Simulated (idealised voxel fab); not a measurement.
process module | voxel self aligned vias
cross-section cut | 220 nm wide | cells 5 nm
A cross-section is a grid of square cells, given in bands from the top down. A band is one or more rows of cells.
Each band's line starts with the height of the band's top and of its bottom, in nm. Then come its materials from left to right, each with its width in nm. One material with "throughout" fills the band from edge to edge. "air" is empty space.
Height 0 is the level under which the wafer as received is all one material. The lowest band goes on downwards, as in "0 down".
A width such as "30 to 40" changes by the same amount from each row of cells to the next, from the band's top row to its bottom row.
"no change" after a step means that no cell of the cross-section changed.
closed voids: empty space of 8 cells or more with no open way to the top, each as width x height at its distance from the left edge, in nm
after a step's settings: what the simulator itself notes on the step
overlay nm, on a step with a mask: how far to the right of its planned place the mask lay; to the left if negative
plan
1 op RECEIVE | material Si
2 op CONFORMAL_DEP | material SiO2 | thk nm 15
3 op CONFORMAL_DEP | material SiCN | thk nm 5
4 op DIRECTIONAL_DEP | material lowk | thk nm 30
5 op MASKED_ETCH | tone open | mask id LINES | width nm 25 | pitch nm 50 | etch materials lowk | depth nm 30 | overlay nm 0
6 op CONFORMAL_DEP | material TiN | thk nm 5
7 op FILL_DEP | material W | thk nm 5
8 op CMP | height nm 50
9 op SELECTIVE_ETCH | etch materials W Ru TiN | depth nm 5
10 op FILL_DEP | material SiN | thk nm 10
11 op CMP | height nm 50
12 op DIRECTIONAL_DEP | material lowk | thk nm 20
13 op PATTERN | tone open | mask id VIAS | material resist | width nm 25 | pitch nm 50 | thk nm 15 | overlay nm 0
14 op DIRECTIONAL_ETCH | etch materials lowk | depth nm 20
15 op DIRECTIONAL_ETCH | etch materials SiN | depth nm 5
16 op STRIP | etch materials resist
17 op CONFORMAL_DEP | material TiN | thk nm 5
18 op FILL_DEP | material Cu | thk nm 5
19 op CMP | height nm 70
20 op CONFORMAL_DEP | material SiN | thk nm 5
varied across the wafers: width nm of step 13. The plan shows the first wafer's value. All wafers start alike
first wafer as received, after step 1
  0 down: Si throughout
  closed voids: none
first wafer at the end, after step 20
  75 to 70: SiN throughout
  70 to 50: lowk 45 | TiN 5 | Cu 15 | TiN 5 | lowk 25 | TiN 5 | Cu 15 | TiN 5 | lowk 25 | TiN 5 | Cu 15 | TiN 5 | lowk 50
  50 to 45: lowk 45 | TiN 25 | lowk 25 | TiN 25 | lowk 25 | TiN 25 | lowk 50
  45 to 25: lowk 45 | TiN 5 | W 15 | TiN 5 | lowk 25 | TiN 5 | W 15 | TiN 5 | lowk 25 | TiN 5 | W 15 | TiN 5 | lowk 50
  25 to 20: lowk 45 | TiN 25 | lowk 25 | TiN 25 | lowk 25 | TiN 25 | lowk 50
  20 to 15: SiCN throughout
  15 to 0: SiO2 throughout
  0 down: Si throughout
  closed voids: none
last wafer at the end
  75 to 70: SiN throughout
  70 to 55: lowk 40 | TiN 5 | Cu 25 | TiN 5 | lowk 15 | TiN 5 | Cu 25 | TiN 5 | lowk 15 | TiN 5 | Cu 25 | TiN 5 | lowk 45
  55 to 50: lowk 40 | TiN 10 | Cu 15 | TiN 10 | lowk 15 | TiN 10 | Cu 15 | TiN 10 | lowk 15 | TiN 10 | Cu 15 | TiN 10 | lowk 45
  50 to 45: lowk 45 | TiN 25 | lowk 25 | TiN 25 | lowk 25 | TiN 25 | lowk 50
  45 to 25: lowk 45 | TiN 5 | W 15 | TiN 5 | lowk 25 | TiN 5 | W 15 | TiN 5 | lowk 25 | TiN 5 | W 15 | TiN 5 | lowk 50
  25 to 20: lowk 45 | TiN 25 | lowk 25 | TiN 25 | lowk 25 | TiN 25 | lowk 50
  20 to 15: SiCN throughout
  15 to 0: SiO2 throughout
  0 down: Si throughout
  closed voids: none
each wafer at the end: cells of each material gained (+) or lost (-) since it was received, then its closed voids
width nm 25 | +36 Cu | +44 SiCN | +44 SiN | +132 SiO2 | +78 TiN | +36 W | +290 lowk | closed voids: none
width nm 30 | +45 Cu | +44 SiCN | +44 SiN | +132 SiO2 | +81 TiN | +36 W | +278 lowk | closed voids: none
width nm 35 | +54 Cu | +44 SiCN | +44 SiN | +132 SiO2 | +84 TiN | +36 W | +266 lowk | closed voids: none
